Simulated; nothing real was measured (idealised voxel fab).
process module | voxel self aligned vias
cross-section cut | 210 nm wide | cells 5 nm
A cross-section is a grid of square cells, given in bands from the top down. A band is one or more rows of cells.
Each band's line starts with the height of the band's top and of its bottom, in nm. Then come its materials from left to right, each with its width in nm. One material with "throughout" fills the band from edge to edge. "air" is empty space.
Height 0 is the level under which the wafer as received is all one material. The lowest band goes on downwards, as in "0 down".
A width such as "30 to 40" changes by the same amount from each row of cells to the next, from the band's top row to its bottom row.
"no change" after a step means that no cell of the cross-section changed.
closed voids: empty space of 8 cells or more with no open way to the top, each as width x height at its distance from the left edge, in nm
after a step's settings: what the simulator itself notes on the step
overlay nm, on a step with a mask: how far to the right of its planned place the mask lay; to the left if negative
Each pair below shows a cross-section before one step and the cross-section after it, down to the lowest band that changed. The line under each pair gives the step between them, with its settings. The pairs can come from different runs of this module on the same starting wafer, so a pair continues from the pair above only where its "before" says so.
before
  75 to 65: aC 20 | air 45 | aC 85 | air 45 | aC 15
  65 to 45: SiO2 20 | air 45 | SiO2 85 | air 45 | SiO2 15
  45 to 40: SiO2 30 | air 20 | SiO2 45 | SiN 20 | SiO2 45 | air 20 | SiO2 30
  40 to 20: SiO2 30 | TiN 5 | W 10 | TiN 5 | SiO2 45 | TiN 5 | W 10 | TiN 5 | SiO2 45 | TiN 5 | W 10 | TiN 5 | SiO2 30
  20 to 15: SiO2 30 | TiN 20 | SiO2 45 | TiN 20 | SiO2 45 | TiN 20 | SiO2 30
  15 to 10: SiCN throughout
  10 to 0: SiO2 throughout
  0 down: Si throughout
  closed voids: none
after
  65 to 45: SiO2 20 | air 45 | SiO2 85 | air 45 | SiO2 15
  below 45: unchanged
  closed voids: none
the step between: op STRIP | etch materials aC
before: the cross-section after the pair above
after
  70 to 65: TiN 25 | air 35 | TiN 95 | air 35 | TiN 20
  65 to 50: SiO2 20 | TiN 5 | air 35 | TiN 5 | SiO2 85 | TiN 5 | air 35 | TiN 5 | SiO2 15
  50 to 45: SiO2 20 | TiN 15 | air 10 | TiN 20 | SiO2 85 | TiN 15 | air 10 | TiN 20 | SiO2 15
  45 to 40: SiO2 30 | TiN 20 | SiO2 45 | SiN 20 | SiO2 45 | TiN 20 | SiO2 30
  below 40: unchanged
  closed voids: none
the step between: op CONFORMAL_DEP | material TiN | thk nm 5
before: the cross-section after the pair above
after
  75 to 70: Cu throughout
  70 to 65: TiN 25 | Cu 35 | TiN 95 | Cu 35 | TiN 20
  65 to 50: SiO2 20 | TiN 5 | Cu 35 | TiN 5 | SiO2 85 | TiN 5 | Cu 35 | TiN 5 | SiO2 15
  50 to 45: SiO2 20 | TiN 15 | Cu 10 | TiN 20 | SiO2 85 | TiN 15 | Cu 10 | TiN 20 | SiO2 15
  below 45: unchanged
  closed voids: none
the step between: op FILL_DEP | material Cu | thk nm 5
before: the cross-section after the pair above
after
  65 to 50: SiO2 20 | TiN 5 | Cu 35 | TiN 5 | SiO2 85 | TiN 5 | Cu 35 | TiN 5 | SiO2 15
  below 50: unchanged
  closed voids: none
the step between: op CMP | height nm 65
before: the cross-section after the pair above
after
  70 to 65: SiCN throughout
  below 65: unchanged
  closed voids: none
the step between: op CONFORMAL_DEP | material SiCN | thk nm 5
before
  45 to 15: SiO2 throughout
  15 to 10: SiCN throughout
  10 to 0: SiO2 throughout
  0 down: Si throughout
  closed voids: none
after
  60 to 45: resist 25 | air 20 | resist 45 | air 20 | resist 45 | air 20 | resist 35
  below 45: unchanged
  closed voids: none
the step between: op PATTERN | tone open | mask id LINES | material resist | width nm 20 | pitch nm 65 | thk nm 15 | overlay nm -5
before: the cross-section after the pair above
after
  60 to 45: resist 25 | air 20 | resist 45 | air 20 | resist 45 | air 20 | resist 35
  45 to 15: SiO2 25 | air 20 | SiO2 45 | air 20 | SiO2 45 | air 20 | SiO2 35
  below 15: unchanged
  closed voids: none
the step between: op DIRECTIONAL_ETCH | etch materials SiO2 | depth nm 30
before: the cross-section after the pair above
after
  45 to 15: SiO2 25 | air 20 | SiO2 45 | air 20 | SiO2 45 | air 20 | SiO2 35
  below 15: unchanged
  closed voids: none
the step between: op STRIP | etch materials resist
before: the cross-section after the pair above
after
  50 to 45: TiN 30 | air 10 | TiN 55 | air 10 | TiN 55 | air 10 | TiN 40
  45 to 20: SiO2 25 | TiN 5 | air 10 | TiN 5 | SiO2 45 | TiN 5 | air 10 | TiN 5 | SiO2 45 | TiN 5 | air 10 | TiN 5 | SiO2 35
  20 to 15: SiO2 25 | TiN 20 | SiO2 45 | TiN 20 | SiO2 45 | TiN 20 | SiO2 35
  below 15: unchanged
  closed voids: none
the step between: op CONFORMAL_DEP | material TiN | thk nm 5
before: the cross-section after the pair above
after
  55 to 50: W throughout
  50 to 45: TiN 30 | W 10 | TiN 55 | W 10 | TiN 55 | W 10 | TiN 40
  45 to 20: SiO2 25 | TiN 5 | W 10 | TiN 5 | SiO2 45 | TiN 5 | W 10 | TiN 5 | SiO2 45 | TiN 5 | W 10 | TiN 5 | SiO2 35
  below 20: unchanged
  closed voids: none
the step between: op FILL_DEP | material W | thk nm 5
before: the cross-section after the pair above
after
  45 to 20: SiO2 25 | TiN 5 | W 10 | TiN 5 | SiO2 45 | TiN 5 | W 10 | TiN 5 | SiO2 45 | TiN 5 | W 10 | TiN 5 | SiO2 35
  below 20: unchanged
  closed voids: none
the step between: op CMP | height nm 45
before: the cross-section after the pair above
after
  45 to 40: SiO2 25 | air 20 | SiO2 45 | air 20 | SiO2 45 | air 20 | SiO2 35
  below 40: unchanged
  closed voids: none
the step between: op SELECTIVE_ETCH | etch materials W Ru TiN | depth nm 5
before: the cross-section after the pair above
after
  50 to 45: SiN throughout
  45 to 40: SiO2 25 | SiN 20 | SiO2 45 | SiN 20 | SiO2 45 | SiN 20 | SiO2 35
  below 40: unchanged
  closed voids: none
the step between: op FILL_DEP | material SiN | thk nm 5
before: the cross-section after the pair above
after
  45 to 40: SiO2 25 | SiN 20 | SiO2 45 | SiN 20 | SiO2 45 | SiN 20 | SiO2 35
  below 40: unchanged
  closed voids: none
the step between: op CMP | height nm 45
before: the cross-section after the pair above
after
  65 to 45: SiO2 throughout
  below 45: unchanged
  closed voids: none
the step between: op DIRECTIONAL_DEP | material SiO2 | thk nm 20
before: the cross-section after the pair above
after
  75 to 65: aC throughout
  below 65: unchanged
  closed voids: none
the step between: op DIRECTIONAL_DEP | material aC | thk nm 10
before: the cross-section after the pair above
after
  105 to 75: resist 20 | air 40 | resist 90 | air 40 | resist 20
  below 75: unchanged
  closed voids: none
the step between: op PATTERN | tone open | mask id VIAS | material resist | width nm 40 | pitch nm 130 | thk nm 30 | overlay nm 0
before: the cross-section after the pair above
after
  95 to 75: resist 20 | air 40 | resist 90 | air 40 | resist 20
  75 to 65: aC 20 | air 40 | aC 90 | air 40 | aC 20
  below 65: unchanged
  closed voids: none
the step between: op DIRECTIONAL_ETCH | etch materials aC | depth nm 10
before: the cross-section after the pair above
after
  75 to 65: aC 20 | air 40 | aC 90 | air 40 | aC 20
  below 65: unchanged
  closed voids: none
the step between: op STRIP | etch materials resist
before: the cross-section after the pair above
after
  75 to 65: aC 20 | air 40 | aC 90 | air 40 | aC 20
  65 to 45: SiO2 20 | air 40 | SiO2 90 | air 40 | SiO2 20
  below 45: unchanged
  closed voids: none
the step between: op DIRECTIONAL_ETCH | etch materials SiO2 | depth nm 20
before: the cross-section after the pair above
after
  75 to 65: aC 20 | air 40 | aC 90 | air 40 | aC 20
  65 to 45: SiO2 20 | air 40 | SiO2 90 | air 40 | SiO2 20
  45 to 40: SiO2 25 | air 20 | SiO2 45 | SiN 20 | SiO2 45 | air 20 | SiO2 35
  below 40: unchanged
  closed voids: none
the step between: op DIRECTIONAL_ETCH | etch materials SiN | depth nm 5
before: the cross-section after the pair above
after
  65 to 45: SiO2 20 | air 40 | SiO2 90 | air 40 | SiO2 20
  below 45: unchanged
  closed voids: none
the step between: op STRIP | etch materials aC
before: the cross-section after the pair above
after
  70 to 65: TiN 25 | air 30 | TiN 100 | air 30 | TiN 25
  65 to 50: SiO2 20 | TiN 5 | air 30 | TiN 5 | SiO2 90 | TiN 5 | air 30 | TiN 5 | SiO2 20
  50 to 45: SiO2 20 | TiN 10 | air 10 | TiN 20 | SiO2 90 | TiN 10 | air 10 | TiN 20 | SiO2 20
  45 to 40: SiO2 25 | TiN 20 | SiO2 45 | SiN 20 | SiO2 45 | TiN 20 | SiO2 35
  below 40: unchanged
  closed voids: none
the step between: op CONFORMAL_DEP | material TiN | thk nm 5
before: the cross-section after the pair above
after
  75 to 70: Cu throughout
  70 to 65: TiN 25 | Cu 30 | TiN 100 | Cu 30 | TiN 25
  65 to 50: SiO2 20 | TiN 5 | Cu 30 | TiN 5 | SiO2 90 | TiN 5 | Cu 30 | TiN 5 | SiO2 20
  50 to 45: SiO2 20 | TiN 10 | Cu 10 | TiN 20 | SiO2 90 | TiN 10 | Cu 10 | TiN 20 | SiO2 20
  below 45: unchanged
  closed voids: none
the step between: op FILL_DEP | material Cu | thk nm 5
before: the cross-section after the pair above
after
  65 to 50: SiO2 20 | TiN 5 | Cu 30 | TiN 5 | SiO2 90 | TiN 5 | Cu 30 | TiN 5 | SiO2 20
  below 50: unchanged
  closed voids: none
the step between: op CMP | height nm 65
before: the cross-section after the pair above
after
  70 to 65: SiCN throughout
  below 65: unchanged
  closed voids: none
the step between: op CONFORMAL_DEP | material SiCN | thk nm 5
before
  45 to 40: SiO2 30 | SiN 20 | SiO2 45 | SiN 20 | SiO2 45 | SiN 20 | SiO2 30
  40 to 20: SiO2 30 | TiN 5 | W 10 | TiN 5 | SiO2 45 | TiN 5 | W 10 | TiN 5 | SiO2 45 | TiN 5 | W 10 | TiN 5 | SiO2 30
  20 to 15: SiO2 30 | TiN 20 | SiO2 45 | TiN 20 | SiO2 45 | TiN 20 | SiO2 30
  15 to 10: SiCN throughout
  10 to 0: SiO2 throughout
  0 down: Si throughout
  closed voids: none
after
  65 to 45: Cu throughout
  below 45: unchanged
  closed voids: none
the step between: op DIRECTIONAL_DEP | material Cu | thk nm 20
before: the cross-section after the pair above
after
  75 to 65: aC throughout
  below 65: unchanged
  closed voids: none
the step between: op DIRECTIONAL_DEP | material aC | thk nm 10
before: the cross-section after the pair above
after
  105 to 75: resist 20 | air 40 | resist 90 | air 40 | resist 20
  below 75: unchanged
  closed voids: none
the step between: op PATTERN | tone open | mask id VIAS | material resist | width nm 40 | pitch nm 130 | thk nm 30 | overlay nm 0
before: the cross-section after the pair above
after
  95 to 75: resist 20 | air 40 | resist 90 | air 40 | resist 20
  75 to 65: aC 20 | air 40 | aC 90 | air 40 | aC 20
  below 65: unchanged
  closed voids: none
the step between: op DIRECTIONAL_ETCH | etch materials aC | depth nm 10
before: the cross-section after the pair above
after
  75 to 65: aC 20 | air 40 | aC 90 | air 40 | aC 20
  below 65: unchanged
  closed voids: none
the step between: op STRIP | etch materials resist
before: the cross-section after the pair above
after
  65 to 45: Cu throughout
  below 45: unchanged
  closed voids: none
the step between: op STRIP | etch materials aC
before: the cross-section after the pair above
after
  70 to 65: TiN throughout
  below 65: unchanged
  closed voids: none
the step between: op CONFORMAL_DEP | material TiN | thk nm 5
before: the cross-section after the pair above
after
  75 to 70: Cu throughout
  below 70: unchanged
  closed voids: none
the step between: op FILL_DEP | material Cu | thk nm 5
before: the cross-section after the pair above
after
  65 to 45: Cu throughout
  below 45: unchanged
  closed voids: none
the step between: op CMP | height nm 65
before: the cross-section after the pair above
after
  70 to 65: SiCN throughout
  below 65: unchanged
  closed voids: none
the step between: op CONFORMAL_DEP | material SiCN | thk nm 5
before
  45 to 15: SiO2 throughout
  15 to 10: SiCN throughout
  10 to 0: SiO2 throughout
  0 down: Si throughout
  closed voids: none
after
  60 to 45: air 30 | resist 20 | air 45 | resist 20 | air 45 | resist 20 | air 30
  below 45: unchanged
  closed voids: none
the step between: op PATTERN | tone cover | mask id LINES | material resist | width nm 20 | pitch nm 65 | thk nm 15 | overlay nm 0
before: the cross-section after the pair above
after
  60 to 45: air 30 | resist 20 | air 45 | resist 20 | air 45 | resist 20 | air 30
  45 to 15: air 30 | SiO2 20 | air 45 | SiO2 20 | air 45 | SiO2 20 | air 30
  below 15: unchanged
  closed voids: none
the step between: op DIRECTIONAL_ETCH | etch materials SiO2 | depth nm 30
before: the cross-section after the pair above
after
  45 to 15: air 30 | SiO2 20 | air 45 | SiO2 20 | air 45 | SiO2 20 | air 30
  below 15: unchanged
  closed voids: none
the step between: op STRIP | etch materials resist
before: the cross-section after the pair above
after
  50 to 45: air 25 | TiN 30 | air 35 | TiN 30 | air 35 | TiN 30 | air 25
  45 to 20: air 25 | TiN 5 | SiO2 20 | TiN 5 | air 35 | TiN 5 | SiO2 20 | TiN 5 | air 35 | TiN 5 | SiO2 20 | TiN 5 | air 25
  20 to 15: TiN 30 | SiO2 20 | TiN 45 | SiO2 20 | TiN 45 | SiO2 20 | TiN 30
  below 15: unchanged
  closed voids: none
the step between: op CONFORMAL_DEP | material TiN | thk nm 5
before: the cross-section after the pair above
after
  55 to 50: W throughout
  50 to 45: W 25 | TiN 30 | W 35 | TiN 30 | W 35 | TiN 30 | W 25
  45 to 20: W 25 | TiN 5 | SiO2 20 | TiN 5 | W 35 | TiN 5 | SiO2 20 | TiN 5 | W 35 | TiN 5 | SiO2 20 | TiN 5 | W 25
  below 20: unchanged
  closed voids: none
the step between: op FILL_DEP | material W | thk nm 5
before: the cross-section after the pair above
after
  45 to 20: W 25 | TiN 5 | SiO2 20 | TiN 5 | W 35 | TiN 5 | SiO2 20 | TiN 5 | W 35 | TiN 5 | SiO2 20 | TiN 5 | W 25
  below 20: unchanged
  closed voids: none
the step between: op CMP | height nm 45
before: the cross-section after the pair above
after
  45 to 40: air 30 | SiO2 20 | air 45 | SiO2 20 | air 45 | SiO2 20 | air 30
  below 40: unchanged
  closed voids: none
the step between: op SELECTIVE_ETCH | etch materials W Ru TiN | depth nm 5
before: the cross-section after the pair above
after
  50 to 45: SiN throughout
  45 to 40: SiN 30 | SiO2 20 | SiN 45 | SiO2 20 | SiN 45 | SiO2 20 | SiN 30
  below 40: unchanged
  closed voids: none
the step between: op FILL_DEP | material SiN | thk nm 5
before: the cross-section after the pair above
after
  45 to 40: SiN 30 | SiO2 20 | SiN 45 | SiO2 20 | SiN 45 | SiO2 20 | SiN 30
  below 40: unchanged
  closed voids: none
the step between: op CMP | height nm 45
before: the cross-section after the pair above
after
  65 to 45: SiO2 throughout
  below 45: unchanged
  closed voids: none
the step between: op DIRECTIONAL_DEP | material SiO2 | thk nm 20
before: the cross-section after the pair above
after
  75 to 65: aC throughout
  below 65: unchanged
  closed voids: none
the step between: op DIRECTIONAL_DEP | material aC | thk nm 10
before: the cross-section after the pair above
after
  105 to 75: resist 20 | air 40 | resist 90 | air 40 | resist 20
  below 75: unchanged
  closed voids: none
the step between: op PATTERN | tone open | mask id VIAS | material resist | width nm 40 | pitch nm 130 | thk nm 30 | overlay nm 0
before: the cross-section after the pair above
after
  95 to 75: resist 20 | air 40 | resist 90 | air 40 | resist 20
  75 to 65: aC 20 | air 40 | aC 90 | air 40 | aC 20
  below 65: unchanged
  closed voids: none
the step between: op DIRECTIONAL_ETCH | etch materials aC | depth nm 10
before: the cross-section after the pair above
after
  75 to 65: aC 20 | air 40 | aC 90 | air 40 | aC 20
  below 65: unchanged
  closed voids: none
the step between: op STRIP | etch materials resist
before: the cross-section after the pair above
after
  75 to 65: aC 20 | air 40 | aC 90 | air 40 | aC 20
  65 to 45: SiO2 20 | air 40 | SiO2 90 | air 40 | SiO2 20
  below 45: unchanged
  closed voids: none
the step between: op DIRECTIONAL_ETCH | etch materials SiO2 | depth nm 20
before: the cross-section after the pair above
after
  75 to 65: aC 20 | air 40 | aC 90 | air 40 | aC 20
  65 to 45: SiO2 20 | air 40 | SiO2 90 | air 40 | SiO2 20
  45 to 40: SiN 20 | air 10 | SiO2 20 | air 10 | SiN 35 | SiO2 20 | SiN 35 | air 10 | SiO2 20 | air 10 | SiN 20
  below 40: unchanged
  closed voids: none
the step between: op DIRECTIONAL_ETCH | etch materials SiN | depth nm 5
before: the cross-section after the pair above
after
  65 to 45: SiO2 20 | air 40 | SiO2 90 | air 40 | SiO2 20
  below 45: unchanged
  closed voids: none
the step between: op STRIP | etch materials aC
before: the cross-section after the pair above
after
  70 to 65: TiN 25 | air 30 | TiN 100 | air 30 | TiN 25
  65 to 50: SiO2 20 | TiN 5 | air 30 | TiN 5 | SiO2 90 | TiN 5 | air 30 | TiN 5 | SiO2 20
  50 to 45: SiO2 20 | TiN 40 | SiO2 90 | TiN 40 | SiO2 20
  45 to 40: SiN 20 | TiN 10 | SiO2 20 | TiN 10 | SiN 35 | SiO2 20 | SiN 35 | TiN 10 | SiO2 20 | TiN 10 | SiN 20
  below 40: unchanged
  closed voids: none
the step between: op CONFORMAL_DEP | material TiN | thk nm 5
before: the cross-section after the pair above
after
  75 to 70: Cu throughout
  70 to 65: TiN 25 | Cu 30 | TiN 100 | Cu 30 | TiN 25
  65 to 50: SiO2 20 | TiN 5 | Cu 30 | TiN 5 | SiO2 90 | TiN 5 | Cu 30 | TiN 5 | SiO2 20
  below 50: unchanged
  closed voids: none
the step between: op FILL_DEP | material Cu | thk nm 5
before: the cross-section after the pair above
after
  65 to 50: SiO2 20 | TiN 5 | Cu 30 | TiN 5 | SiO2 90 | TiN 5 | Cu 30 | TiN 5 | SiO2 20
  below 50: unchanged
  closed voids: none
the step between: op CMP | height nm 65
before: the cross-section after the pair above
after
  70 to 65: SiCN throughout
  below 65: unchanged
  closed voids: none
the step between: op CONFORMAL_DEP | material SiCN | thk nm 5
